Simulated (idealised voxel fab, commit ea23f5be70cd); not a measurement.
process module | voxel self aligned contacts
The cross-section shown here is cut; it is 285 nm wide and divided into square cells measuring 5 nm on a side.
Cross-section format: a grid of square cells, given as bands from top to bottom; each band is one or more rows of cells. In this notation a band is specified by the heights of its top and bottom, in that order and in nm, after which its materials appear from left to right, each paired with its width in nm. The word "full width" attached to a single material means that material fills the band from edge to edge; the word "blank" stands for empty space. The level at which height equals 0 is the one under which the wafer, as it arrives, is entirely one material. No lower edge exists for the bottom band, which continues downward and is notated as in "z 0 and below". Note: "30..40" means the width goes from the first number (top row of the band) to the second number (bottom row) in equal steps per row of cells. Where a step carries "no change occurred", the cross-section came out of it unchanged, cell for cell. In "Fully sealed voids" the enclosed voids are listed, meaning empty spaces of 8 cells or larger without any opening to the top. The form is width x height at distance, distance from the left edge, units nm. Text after the settings on a step's line: the simulator's own remark on that step. "overlay nm" denotes, for a step that has a mask, the displacement of the mask to the right of its planned place, with negative values corresponding to the left.

## Process steps (planned)
| 1 | op RECEIVE | material Si |
| 2 | op OXIDIZE | depth nm 5 |
| 3 | op DIRECTIONAL_DEP | material polySi | thk nm 30 |
| 4 | op DIRECTIONAL_DEP | material SiN | thk nm 20 |
| 5 | op DIRECTIONAL_DEP | material aC | thk nm 15 |
| 6 | op PATTERN | tone cover | mask id GATE | material resist | width nm 25 | pitch nm 60 | thk nm 30 | overlay nm 0 |
| 7 | op DIRECTIONAL_ETCH | etch materials aC | depth nm 15 |
| 8 | op STRIP | etch materials resist |
| 9 | op DIRECTIONAL_ETCH | etch materials SiN | depth nm 20 |
| 10 | op DIRECTIONAL_ETCH | etch materials polySi | depth nm 30 |
| 11 | op STRIP | etch materials aC |
| 12 | op CONFORMAL_DEP | material SiN | thk nm 10 |
| 13 | op DIRECTIONAL_ETCH | etch materials SiN | depth nm 10 |
| 14 | op FILL_DEP | material SiO2 | thk nm 15 |
| 15 | op CMP | height nm 55 |
| 16 | op MASKED_ETCH | tone open | mask id CONTACT | width nm 45 | pitch nm 60 | etch materials SiO2 | depth nm 60 | overlay nm 0 |
| 17 | op CONFORMAL_DEP | material TiN | thk nm 5 |
| 18 | op FILL_DEP | material Ru | thk nm 10 |
| 19 | op CMP | height nm 55 |
| 20 | op CONFORMAL_DEP | material SiN | thk nm 5 |

## Wafer, first of two, run as planned

## As-received wafer cross-section (after step 1)
> z 0 and below  Si full width
> Fully sealed voids: none

## Sectional view: wafer, after step 2
> z 0 to -5  SiO2 full width
> Below -5, the layers are the same as they were.

## Sectional view: wafer, after step 3
> z 30 to 0  polySi full width
> Below 0, the layers are the same as they were.

## Sectional view: wafer, after step 4
> z 50 to 30  SiN full width
> Below 30, the layers are the same as they were.

## Sectional view: wafer, after step 5
> z 65 to 50  aC full width
> Below 50, the layers are the same as they were.

## Sectional view: wafer, after step 6
> z 95 to 65  blank 70  resist 25  blank 35  resist 25  blank 35  resist 25  blank 70
> Below 65, the layers are the same as they were.

## Sectional view: wafer, after step 7
> z 80 to 65  blank 70  resist 25  blank 35  resist 25  blank 35  resist 25  blank 70
> z 65 to 50  blank 70  aC 25  blank 35  aC 25  blank 35  aC 25  blank 70
> Below 50, the layers are the same as they were.

## Sectional view: wafer, after step 8
> z 65 to 50  blank 70  aC 25  blank 35  aC 25  blank 35  aC 25  blank 70
> Below 50, the layers are the same as they were.

## Sectional view: wafer, after step 9
> z 65 to 50  blank 70  aC 25  blank 35  aC 25  blank 35  aC 25  blank 70
> z 50 to 30  blank 70  SiN 25  blank 35  SiN 25  blank 35  SiN 25  blank 70
> Below 30, the layers are the same as they were.

## Sectional view: wafer, after step 10
> z 65 to 50  blank 70  aC 25  blank 35  aC 25  blank 35  aC 25  blank 70
> z 50 to 30  blank 70  SiN 25  blank 35  SiN 25  blank 35  SiN 25  blank 70
> z 30 to 0  blank 70  polySi 25  blank 35  polySi 25  blank 35  polySi 25  blank 70
> Below 0, the layers are the same as they were.

## Sectional view: wafer, after step 11
> z 50 to 30  blank 70  SiN 25  blank 35  SiN 25  blank 35  SiN 25  blank 70
> Below 30, the layers are the same as they were.

## Sectional view: wafer, after step 12
> z 60 to 30  blank 60  SiN 45  blank 15  SiN 45  blank 15  SiN 45  blank 60
> z 30 to 10  blank 60  SiN 10  polySi 25  SiN 10  blank 15  SiN 10  polySi 25  SiN 10  blank 15  SiN 10  polySi 25  SiN 10  blank 60
> z 10 to 0  SiN 70  polySi 25  SiN 35  polySi 25  SiN 35  polySi 25  SiN 70
> Below 0, the layers are the same as they were.

## Sectional view: wafer, after step 13
> z 50 to 30  blank 60  SiN 45  blank 15  SiN 45  blank 15  SiN 45  blank 60
> z 30 to 0  blank 60  SiN 10  polySi 25  SiN 10  blank 15  SiN 10  polySi 25  SiN 10  blank 15  SiN 10  polySi 25  SiN 10  blank 60
> Below 0, the layers are the same as they were.

## Sectional view: wafer, after step 14
> z 65 to 50  SiO2 full width
> z 50 to 30  SiO2 60  SiN 45  SiO2 15  SiN 45  SiO2 15  SiN 45  SiO2 60
> z 30 to 0  SiO2 60  SiN 10  polySi 25  SiN 10  SiO2 15  SiN 10  polySi 25  SiN 10  SiO2 15  SiN 10  polySi 25  SiN 10  SiO2 60
> Below 0, the layers are the same as they were.

## Sectional view: wafer, after step 15
> z 55 to 50  SiO2 full width
> Below 50, the layers are the same as they were.

## Sectional view: wafer, after step 16
> z 55 to 50  SiO2 90  blank 45  SiO2 15  blank 45  SiO2 90
> z 50 to 30  SiO2 60  SiN 45  blank 15  SiN 45  blank 15  SiN 45  SiO2 60
> z 30 to 0  SiO2 60  SiN 10  polySi 25  SiN 10  blank 15  SiN 10  polySi 25  SiN 10  blank 15  SiN 10  polySi 25  SiN 10  SiO2 60
> z 0 to -5  SiO2 105  blank 15  SiO2 45  blank 15  SiO2 105
> Below -5, the layers are the same as they were.

## Sectional view: wafer, after step 17
> z 60 to 55  TiN 95  blank 35  TiN 25  blank 35  TiN 95
> z 55 to 50  SiO2 90  TiN 20  blank 5  TiN 20  SiO2 15  TiN 20  blank 5  TiN 20  SiO2 90
> z 50 to 30  SiO2 60  SiN 45  TiN 5  blank 5  TiN 5  SiN 45  TiN 5  blank 5  TiN 5  SiN 45  SiO2 60
> z 30 to 0  SiO2 60  SiN 10  polySi 25  SiN 10  TiN 5  blank 5  TiN 5  SiN 10  polySi 25  SiN 10  TiN 5  blank 5  TiN 5  SiN 10  polySi 25  SiN 10  SiO2 60
> z 0 to -5  SiO2 105  TiN 15  SiO2 45  TiN 15  SiO2 105
> Below -5, the layers are the same as they were.

## Sectional view: wafer, after step 18
> z 70 to 60  Ru full width
> z 60 to 55  TiN 95  Ru 35  TiN 25  Ru 35  TiN 95
> z 55 to 50  SiO2 90  TiN 20  Ru 5  TiN 20  SiO2 15  TiN 20  Ru 5  TiN 20  SiO2 90
> z 50 to 30  SiO2 60  SiN 45  TiN 5  Ru 5  TiN 5  SiN 45  TiN 5  Ru 5  TiN 5  SiN 45  SiO2 60
> z 30 to 0  SiO2 60  SiN 10  polySi 25  SiN 10  TiN 5  Ru 5  TiN 5  SiN 10  polySi 25  SiN 10  TiN 5  Ru 5  TiN 5  SiN 10  polySi 25  SiN 10  SiO2 60
> Below 0, the layers are the same as they were.

## Sectional view: wafer, after step 19
> z 55 to 50  SiO2 90  TiN 20  Ru 5  TiN 20  SiO2 15  TiN 20  Ru 5  TiN 20  SiO2 90
> Below 50, the layers are the same as they were.

## Sectional view: wafer, after step 20
> z 60 to 55  SiN full width
> Below 55, the layers are the same as they were.

## Second wafer - shared start and plan with the first - one error in running - same as the first up to step 2 inclusive

## The second wafer cut through, at the time step 3 was supposed to be finished
> z 60 to 0  polySi full width
> Below 0, the layers are the same as they were.

## The second wafer cut through, at the time step 4 was supposed to be finished
> z 80 to 60  SiN full width
> Below 60, the layers are the same as they were.

## The second wafer cut through, at the time step 5 was supposed to be finished
> z 95 to 80  aC full width
> Below 80, the layers are the same as they were.

## The second wafer cut through, at the time step 6 was supposed to be finished
> z 125 to 95  blank 70  resist 25  blank 35  resist 25  blank 35  resist 25  blank 70
> Below 95, the layers are the same as they were.

## The second wafer cut through, at the time step 7 was supposed to be finished
> z 110 to 95  blank 70  resist 25  blank 35  resist 25  blank 35  resist 25  blank 70
> z 95 to 80  blank 70  aC 25  blank 35  aC 25  blank 35  aC 25  blank 70
> Below 80, the layers are the same as they were.

## The second wafer cut through, at the time step 8 was supposed to be finished
> z 95 to 80  blank 70  aC 25  blank 35  aC 25  blank 35  aC 25  blank 70
> Below 80, the layers are the same as they were.

## The second wafer cut through, at the time step 9 was supposed to be finished
> z 95 to 80  blank 70  aC 25  blank 35  aC 25  blank 35  aC 25  blank 70
> z 80 to 60  blank 70  SiN 25  blank 35  SiN 25  blank 35  SiN 25  blank 70
> Below 60, the layers are the same as they were.

## The second wafer cut through, at the time step 10 was supposed to be finished
> z 95 to 80  blank 70  aC 25  blank 35  aC 25  blank 35  aC 25  blank 70
> z 80 to 60  blank 70  SiN 25  blank 35  SiN 25  blank 35  SiN 25  blank 70
> z 60 to 30  blank 70  polySi 25  blank 35  polySi 25  blank 35  polySi 25  blank 70
> Below 30, the layers are the same as they were.

## The second wafer cut through, at the time step 11 was supposed to be finished
> z 80 to 60  blank 70  SiN 25  blank 35  SiN 25  blank 35  SiN 25  blank 70
> Below 60, the layers are the same as they were.

## The second wafer cut through, at the time step 12 was supposed to be finished
> z 90 to 60  blank 60  SiN 45  blank 15  SiN 45  blank 15  SiN 45  blank 60
> z 60 to 40  blank 60  SiN 10  polySi 25  SiN 10  blank 15  SiN 10  polySi 25  SiN 10  blank 15  SiN 10  polySi 25  SiN 10  blank 60
> z 40 to 30  SiN 70  polySi 25  SiN 35  polySi 25  SiN 35  polySi 25  SiN 70
> Below 30, the layers are the same as they were.

## The second wafer cut through, at the time step 13 was supposed to be finished
> z 80 to 60  blank 60  SiN 45  blank 15  SiN 45  blank 15  SiN 45  blank 60
> z 60 to 30  blank 60  SiN 10  polySi 25  SiN 10  blank 15  SiN 10  polySi 25  SiN 10  blank 15  SiN 10  polySi 25  SiN 10  blank 60
> Below 30, the layers are the same as they were.

## The second wafer cut through, at the time step 14 was supposed to be finished
> z 95 to 80  SiO2 full width
> z 80 to 60  SiO2 60  SiN 45  SiO2 15  SiN 45  SiO2 15  SiN 45  SiO2 60
> z 60 to 30  SiO2 60  SiN 10  polySi 25  SiN 10  SiO2 15  SiN 10  polySi 25  SiN 10  SiO2 15  SiN 10  polySi 25  SiN 10  SiO2 60
> Below 30, the layers are the same as they were.

## The second wafer cut through, at the time step 15 was supposed to be finished
> z 55 to 30  SiO2 60  SiN 10  polySi 25  SiN 10  SiO2 15  SiN 10  polySi 25  SiN 10  SiO2 15  SiN 10  polySi 25  SiN 10  SiO2 60
> Below 30, the layers are the same as they were.

## The second wafer cut through, at the time step 16 was supposed to be finished
> z 55 to 30  SiO2 60  SiN 10  polySi 25  SiN 10  blank 15  SiN 10  polySi 25  SiN 10  blank 15  SiN 10  polySi 25  SiN 10  SiO2 60
> Below 30, the layers are the same as they were.

## The second wafer cut through, at the time step 17 was supposed to be finished
> z 60 to 55  TiN 110  blank 5  TiN 55  blank 5  TiN 110
> z 55 to 35  SiO2 60  SiN 10  polySi 25  SiN 10  TiN 5  blank 5  TiN 5  SiN 10  polySi 25  SiN 10  TiN 5  blank 5  TiN 5  SiN 10  polySi 25  SiN 10  SiO2 60
> z 35 to 30  SiO2 60  SiN 10  polySi 25  SiN 10  TiN 15  SiN 10  polySi 25  SiN 10  TiN 15  SiN 10  polySi 25  SiN 10  SiO2 60
> Below 30, the layers are the same as they were.

## The second wafer cut through, at the time step 18 was supposed to be finished
> z 70 to 60  Ru full width
> z 60 to 55  TiN 110  Ru 5  TiN 55  Ru 5  TiN 110
> z 55 to 35  SiO2 60  SiN 10  polySi 25  SiN 10  TiN 5  Ru 5  TiN 5  SiN 10  polySi 25  SiN 10  TiN 5  Ru 5  TiN 5  SiN 10  polySi 25  SiN 10  SiO2 60
> Below 35, the layers are the same as they were.

## The second wafer cut through, at the time step 19 was supposed to be finished
> z 55 to 35  SiO2 60  SiN 10  polySi 25  SiN 10  TiN 5  Ru 5  TiN 5  SiN 10  polySi 25  SiN 10  TiN 5  Ru 5  TiN 5  SiN 10  polySi 25  SiN 10  SiO2 60
> Below 35, the layers are the same as they were.

## The second wafer cut through, at the time step 20 was supposed to be finished
> z 60 to 55  SiN full width
> Below 55, the layers are the same as they were.
what went wrong: plan step 3 ran twice
Bottom line after processing is that, in cells, the second wafer is up or down on some materials versus the first: Ru: 14 fewer; SiN: 120 fewer; SiO2: 153 fewer; TiN: 40 fewer; polySi: 327 more
